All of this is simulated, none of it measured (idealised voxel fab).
process module | voxel wiring stack
cross-section cut | 260 nm wide | cells 5 nm
A cross-section is a grid of square cells, given in bands from the top down. A band is one or more rows of cells.
Each band's line starts with the height of the band's top and of its bottom, in nm. Then come its materials from left to right, each with its width in nm. One material with "throughout" fills the band from edge to edge. "air" is empty space.
Height 0 is the level under which the wafer as received is all one material. The lowest band goes on downwards, as in "0 down".
A width such as "30 to 40" changes by the same amount from each row of cells to the next, from the band's top row to its bottom row.
"no change" after a step means that no cell of the cross-section changed.
closed voids: empty space of 8 cells or more with no open way to the top, each as width x height at its distance from the left edge, in nm
after a step's settings: what the simulator itself notes on the step
overlay nm, on a step with a mask: how far to the right of its planned place the mask lay; to the left if negative
plan
1 op RECEIVE | material Si
2 op CONFORMAL_DEP | material SiO2 | thk nm 10
3 op CONFORMAL_DEP | material SiCN | thk nm 5
4 op DIRECTIONAL_DEP | material lowk | thk nm 20
5 op PATTERN | tone open | mask id METAL_1 | material resist | width nm 30 | pitch nm 55 | thk nm 15 | overlay nm 0
6 op DIRECTIONAL_ETCH | etch materials lowk | depth nm 20
7 op DIRECTIONAL_ETCH | etch materials SiCN | depth nm 5
8 op STRIP | etch materials resist
9 op CONFORMAL_DEP | material TiN | thk nm 5
10 op FILL_DEP | material W | thk nm 5
11 op CMP | height nm 35
12 op CONFORMAL_DEP | material SiCN | thk nm 5
13 op DIRECTIONAL_DEP | material SiO2 | thk nm 30
14 op PATTERN | tone open | mask id METAL_2 | material resist | width nm 30 | pitch nm 55 | thk nm 15 | overlay nm 0
15 op DIRECTIONAL_ETCH | etch materials SiO2 | depth nm 15
16 op STRIP | etch materials resist
17 op DIRECTIONAL_DEP | material aC | thk nm 15
18 op PATTERN | tone open | mask id METAL_2_HOLES | material resist | width nm 15 | pitch nm 110 | thk nm 30 | overlay nm 0
19 op DIRECTIONAL_ETCH | etch materials aC | depth nm 15
20 op STRIP | etch materials resist
21 op DIRECTIONAL_ETCH | etch materials SiO2 | depth nm 15
22 op DIRECTIONAL_ETCH | etch materials SiCN | depth nm 5
23 op STRIP | etch materials aC
24 op CONFORMAL_DEP | material TiN | thk nm 5
25 op FILL_DEP | material Ru | thk nm 5
26 op CMP | height nm 70
27 op CONFORMAL_DEP | material SiCN | thk nm 5
as received, after step 1
  0 down: Si throughout
  closed voids: none
first wafer at the end, as planned
  75 to 70: SiCN throughout
  70 to 60: SiO2 60 | TiN 5 | Ru 20 | TiN 5 | SiO2 25 | TiN 5 | Ru 20 | TiN 5 | SiO2 25 | TiN 5 | Ru 20 | TiN 5 | SiO2 60
  60 to 55: SiO2 60 | TiN 5 | Ru 5 | TiN 20 | SiO2 25 | TiN 30 | SiO2 25 | TiN 5 | Ru 5 | TiN 20 | SiO2 60
  55 to 40: SiO2 60 | TiN 5 | Ru 5 | TiN 5 | SiO2 95 | TiN 5 | Ru 5 | TiN 5 | SiO2 75
  40 to 35: SiCN 60 | TiN 15 | SiCN 95 | TiN 15 | SiCN 75
  35 to 15: lowk 60 | TiN 5 | W 20 | TiN 5 | lowk 25 | TiN 5 | W 20 | TiN 5 | lowk 25 | TiN 5 | W 20 | TiN 5 | lowk 60
  15 to 10: SiCN 60 | TiN 30 | SiCN 25 | TiN 30 | SiCN 25 | TiN 30 | SiCN 60
  10 to 0: SiO2 throughout
  0 down: Si throughout
  closed voids: none
second wafer at the end: like start, like plan, one mistake
  75 to 70: SiCN throughout
  70 to 60: SiO2 60 | TiN 5 | Ru 20 | TiN 5 | SiO2 25 | TiN 5 | Ru 20 | TiN 5 | SiO2 25 | TiN 5 | Ru 20 | TiN 5 | SiO2 60
  60 to 55: SiO2 60 | TiN 5 | Ru 5 | TiN 20 | SiO2 25 | TiN 30 | SiO2 25 | TiN 5 | Ru 5 | TiN 20 | SiO2 60
  55 to 40: SiO2 60 | TiN 5 | Ru 5 | TiN 5 | SiO2 95 | TiN 5 | Ru 5 | TiN 5 | SiO2 75
  40 to 35: SiCN 60 | TiN 15 | SiCN 95 | TiN 15 | SiCN 75
  35 to 30: TiN 65 | W 20 | TiN 35 | W 20 | TiN 35 | W 20 | TiN 65
  30 to 15: lowk 60 | TiN 5 | W 20 | TiN 5 | lowk 25 | TiN 5 | W 20 | TiN 5 | lowk 25 | TiN 5 | W 20 | TiN 5 | lowk 60
  15 to 10: lowk 60 | TiN 30 | lowk 25 | TiN 30 | lowk 25 | TiN 30 | lowk 60
  10 to 0: SiO2 throughout
  0 down: Si throughout
  closed voids: none
what went wrong: step 3 was left out
at the end the second wafer has, in cells: 34 fewer of SiCN | 34 more of TiN
